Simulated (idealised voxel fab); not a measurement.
Process module under the name voxel gate over fins
The width of the displayed cross-section, cut, is 185 nm; its cells are square, with a size of 5 nm.
Cross-section layout: square cells on a grid; listed as bands, top to bottom; a band spans one or more cell rows. It is stipulated that each band's entry specify, in nanometres, the height of the top of the band and then that of its bottom, followed by the materials of the band in left-to-right sequence, each together with its width in nanometres. A single material marked by the word "everywhere" is understood to fill the band from edge to edge; the word "blank" is understood to denote empty space. Heights are expressed relative to 0, this being the level below which the as-received wafer comprises one material exclusively. The lowest band is unbounded in the downward direction and is denoted as in "z 0 and below". Width "30->40": first value at the band's top row of cells, second value at its bottom row, equal change from row to row. The designation "remained unchanged", where it is given for a processing step, indicates that no cell of the cross-section was altered in the course of that step. For the entry "Encapsulated voids", the listed items are empty spaces with no open way to the top whose size is 8 cells or more; each item follows the pattern width x height at distance, where distance is from the left edge and all three are in nm. What comes after the settings on a step's line is commentary from the simulator itself on that step. The line of a step may include "overlay nm". On a step with a mask, this value is how far to the right of its planned place the mask lay. A negative value means the mask lay to the left.
### Listed below are the process steps as planned
1,RECEIVE with material Si
2,CONFORMAL_DEP with material SiN, thk nm 5
3,DIRECTIONAL_DEP with material aC, thk nm 10
4,PATTERN with tone cover, mask id FINS, material resist, width nm 15, pitch nm 60, thk nm 25, overlay nm 0
5,DIRECTIONAL_ETCH with etch materials aC, depth nm 10
6,STRIP with etch materials resist
7,DIRECTIONAL_ETCH with etch materials SiN, depth nm 5
8,DIRECTIONAL_ETCH with etch materials Si, depth nm 40
9,STRIP with etch materials aC
10,FILL_DEP with material SiO2, thk nm 10
11,CMP with height nm 5
12,PATTERN with tone open, mask id RAIL, material resist, width nm 15, thk nm 20, overlay nm 0
13,DIRECTIONAL_ETCH with etch materials SiO2, depth nm 40
14,STRIP with etch materials resist
15,CONFORMAL_DEP with material TiN, thk nm 5
16,FILL_DEP with material Ru, thk nm 5
17,CMP with height nm 5
18,SELECTIVE_ETCH with etch materials W Ru TiN, depth nm 30
19,FILL_DEP with material SiO2, thk nm 5
20,CMP with height nm 5
21,SELECTIVE_ETCH with etch materials SiO2, depth nm 20
22,STRIP with etch materials SiN
23,CONFORMAL_DEP with material HfO2, thk nm 5
24,CONFORMAL_DEP with material TiN, thk nm 5
25,FILL_DEP with material W, thk nm 15
26,CMP with height nm 20
27,CONFORMAL_DEP with material SiN, thk nm 10
### Wafer cross-section on receipt, i.e. after step 1
    z 0 and below: Si everywhere
    Encapsulated voids: none
### Sectioned view, first of two wafers, at the close of the module, processed as intended in the plan
    z 30 to 20: SiN everywhere
    z 20 to 10: W everywhere
    z 10 to 5: 45 W; 35 TiN; 25 W; 35 TiN; 45 W
    z 5 to 0: 45 W; 5 TiN; 25 HfO2; 5 TiN; 25 W; 5 TiN; 25 HfO2; 5 TiN; 45 W
    z 0 to -5: 45 W; 5 TiN; 5 HfO2; 15 Si; 5 HfO2; 5 TiN; 25 W; 5 TiN; 5 HfO2; 15 Si; 5 HfO2; 5 TiN; 45 W
    z -5 to -10: 50 TiN; 5 HfO2; 15 Si; 5 HfO2; 35 TiN; 5 HfO2; 15 Si; 5 HfO2; 50 TiN
    z -10 to -15: 55 HfO2; 15 Si; 45 HfO2; 15 Si; 55 HfO2
    z -15 to -25: 55 SiO2; 15 Si; 45 SiO2; 15 Si; 55 SiO2
    z -25 to -30: 55 SiO2; 15 Si; 15 SiO2; 5 TiN; 5 Ru; 5 TiN; 15 SiO2; 15 Si; 55 SiO2
    z -30 to -35: 55 SiO2; 15 Si; 15 SiO2; 15 TiN; 15 SiO2; 15 Si; 55 SiO2
    z -35 to -40: 55 SiO2; 15 Si; 45 SiO2; 15 Si; 55 SiO2
    z -40 and below: Si everywhere
    Encapsulated voids: none
### Cross-section of the latter of the two wafers at module completion. It had an identical start and an identical plan to the former; in running it, one mistake was made
    z 30 to 20: SiN everywhere
    z 20 to 10: W everywhere
    z 10 to 5: 50 W; 35 TiN; 25 W; 35 TiN; 40 W
    z 5 to 0: 50 W; 5 TiN; 25 HfO2; 5 TiN; 25 W; 5 TiN; 25 HfO2; 5 TiN; 40 W
    z 0 to -5: 50 W; 5 TiN; 5 HfO2; 15 Si; 5 HfO2; 5 TiN; 25 W; 5 TiN; 5 HfO2; 15 Si; 5 HfO2; 5 TiN; 40 W
    z -5 to -10: 55 TiN; 5 HfO2; 15 Si; 5 HfO2; 35 TiN; 5 HfO2; 15 Si; 5 HfO2; 45 TiN
    z -10 to -15: 60 HfO2; 15 Si; 45 HfO2; 15 Si; 50 HfO2
    z -15 to -25: 60 SiO2; 15 Si; 45 SiO2; 15 Si; 50 SiO2
    z -25 to -30: 60 SiO2; 15 Si; 10 SiO2; 5 TiN; 5 Ru; 5 TiN; 20 SiO2; 15 Si; 50 SiO2
    z -30 to -35: 60 SiO2; 15 Si; 10 SiO2; 15 TiN; 20 SiO2; 15 Si; 50 SiO2
    z -35 to -40: 60 SiO2; 15 Si; 45 SiO2; 15 Si; 50 SiO2
    z -40 and below: Si everywhere
    Encapsulated voids: none
Heads up, the wafer didn't run the way we planned it: it should be noted that step 4 was executed with settings other than those planned, the operation and settings actually applied being PATTERN with tone cover, mask id FINS, material resist, width nm 15, pitch nm 60, thk nm 25, overlay nm 5
At the end, the second wafer has the same number of cells of each material as the first, but those cells sit in other places.
